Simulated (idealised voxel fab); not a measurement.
The process module that follows is named voxel air gaps.
In the cross-section labelled cut, the width is 240 nm and each square cell is 5 nm.
How to read a cross-section here: the picture is a grid of square cells, written as bands going from the top down, and any band can span one or more rows of cells.
For a band, the entry starts with two heights in nm, that of the top and then that of the bottom, and carries on with the band's materials in order from left to right, each alongside its width in nm; the word "everywhere" beside a single material means it fills the band edge to edge, and "blank" means empty space.
Where do heights start? At 0: under that level the wafer as delivered is made of one material only. And the lowest band has no floor; it just carries on downward, as in "0 and below".
The two numbers in a width such as "30 to 40" mark its ends across the band: the first belongs to the top row of cells, the second to the bottom row, and from each row to the next the width moves by the same amount.
You'll sometimes find "no modifications" written for a step, and that's the way of saying that nowhere in the cross-section did a cell change during that step.
Enclosed voids (no open way to top), threshold 8 cells or more, entry "Enclosed empty spaces", notation width x height at distance, distance from left edge, nm.
Anything after a step's settings on that line? It's the simulator's own note about the step.
Each step line may optionally specify "overlay nm", which for a step with a mask gives the rightward distance between the mask's planned place and where it lay, a negative value indicating the leftward direction.

plan:
- 1: RECEIVE with material Si
- 2: CONFORMAL_DEP with material SiO2, thk nm 10
- 3: CONFORMAL_DEP with material SiCN, thk nm 5
- 4: DIRECTIONAL_DEP with material lowk, thk nm 35
- 5: DIRECTIONAL_DEP with material aC, thk nm 15
- 6: PATTERN with tone open, mask id LINES, material resist, width nm 25, pitch nm 50, thk nm 35, overlay nm -15
- 7: DIRECTIONAL_ETCH with etch materials aC, depth nm 15
- 8: STRIP with etch materials resist
- 9: DIRECTIONAL_ETCH with etch materials lowk, depth nm 35
- 10: STRIP with etch materials aC
- 11: CONFORMAL_DEP with material TiN, thk nm 5
- 12: FILL_DEP with material Cu, thk nm 10
- 13: CMP with height nm 50
- 14: EPI with material Ru, thk nm 10
- 15: SELECTIVE_ETCH with etch materials lowk, depth nm 45
- 16: CONFORMAL_DEP with material SiCN, thk nm 5
Don't read the plan's overlay nm for step 6 as applying to every wafer: that's the first wafer's value, and the wafers differ in it, though they all start identical.

As-received cross-section, first of several wafers, post step 1:
  0 and below | Si everywhere
  Enclosed empty spaces: none

Module finished, last step 16 done: cross-section of the first of several wafers:
  65 down to 60 | SiCN (205); blank (35)
  60 down to 50 | SiCN (5); Ru (45); SiCN (5); Ru (45); SiCN (5); Ru (45); SiCN (5); Ru (45); SiCN (5); blank (35)
  50 down to 45 | SiCN (15); TiN (5); Cu (15); TiN (5); SiCN (25); TiN (5); Cu (15); TiN (5); SiCN (25); TiN (5); Cu (15); TiN (5); SiCN (25); TiN (5); Cu (15); TiN (5); SiCN (15); blank (35)
  45 down to 20 | blank (10); SiCN (5); TiN (5); Cu (15); TiN (5); SiCN (5); blank (15); SiCN (5); TiN (5); Cu (15); TiN (5); SiCN (5); blank (15); SiCN (5); TiN (5); Cu (15); TiN (5); SiCN (5); blank (15); SiCN (5); TiN (5); Cu (15); TiN (5); SiCN (5); blank (45)
  20 down to 15 | SiCN (15); TiN (25); SiCN (25); TiN (25); SiCN (25); TiN (25); SiCN (25); TiN (25); SiCN (50)
  15 down to 10 | SiCN everywhere
  10 down to 0 | SiO2 everywhere
  0 and below | Si everywhere
  Enclosed empty spaces: 10 x 25 at 0; 15 x 25 at 45; 15 x 25 at 95; 15 x 25 at 145

Cross-section of the final wafer among several, taken at the end of the module:
  65 down to 60 | blank (30); SiCN (205); blank (5)
  60 down to 50 | blank (30); SiCN (5); Ru (45); SiCN (5); Ru (45); SiCN (5); Ru (45); SiCN (5); Ru (45); SiCN (5); blank (5)
  50 down to 45 | blank (30); SiCN (15); TiN (5); Cu (15); TiN (5); SiCN (25); TiN (5); Cu (15); TiN (5); SiCN (25); TiN (5); Cu (15); TiN (5); SiCN (25); TiN (5); Cu (15); TiN (5); SiCN (15); blank (5)
  45 down to 20 | blank (40); SiCN (5); TiN (5); Cu (15); TiN (5); SiCN (5); blank (15); SiCN (5); TiN (5); Cu (15); TiN (5); SiCN (5); blank (15); SiCN (5); TiN (5); Cu (15); TiN (5); SiCN (5); blank (15); SiCN (5); TiN (5); Cu (15); TiN (5); SiCN (5); blank (15)
  20 down to 15 | SiCN (45); TiN (25); SiCN (25); TiN (25); SiCN (25); TiN (25); SiCN (25); TiN (25); SiCN (20)
  15 down to 10 | SiCN everywhere
  10 down to 0 | SiO2 everywhere
  0 and below | Si everywhere
  Enclosed empty spaces: 15 x 25 at 75; 15 x 25 at 125; 15 x 25 at 175

Per wafer (row), end of module: delta in cells per material since receipt, (+) for gained, (-) for lost; closed voids after that:
overlay nm -15; +72 Cu; +72 Ru; +188 SiCN; +96 SiO2; +68 TiN; Enclosed empty spaces: 10 x 25 at 0; 15 x 25 at 45; 15 x 25 at 95; 15 x 25 at 145
overlay nm -10; +72 Cu; +72 Ru; +188 SiCN; +96 SiO2; +68 TiN; Enclosed empty spaces: 15 x 25 at 50; 15 x 25 at 100; 15 x 25 at 150
overlay nm -5; +72 Cu; +72 Ru; +188 SiCN; +96 SiO2; +68 TiN; Enclosed empty spaces: 15 x 25 at 55; 15 x 25 at 105; 15 x 25 at 155
overlay nm 0; +72 Cu; +72 Ru; +188 SiCN; +96 SiO2; +68 TiN; Enclosed empty spaces: 15 x 25 at 60; 15 x 25 at 110; 15 x 25 at 160
overlay nm 5; +72 Cu; +72 Ru; +188 SiCN; +96 SiO2; +68 TiN; Enclosed empty spaces: 15 x 25 at 65; 15 x 25 at 115; 15 x 25 at 165
overlay nm 10; +72 Cu; +72 Ru; +188 SiCN; +96 SiO2; +68 TiN; Enclosed empty spaces: 15 x 25 at 70; 15 x 25 at 120; 15 x 25 at 170
overlay nm 15; +72 Cu; +72 Ru; +188 SiCN; +96 SiO2; +68 TiN; Enclosed empty spaces: 15 x 25 at 75; 15 x 25 at 125; 15 x 25 at 175
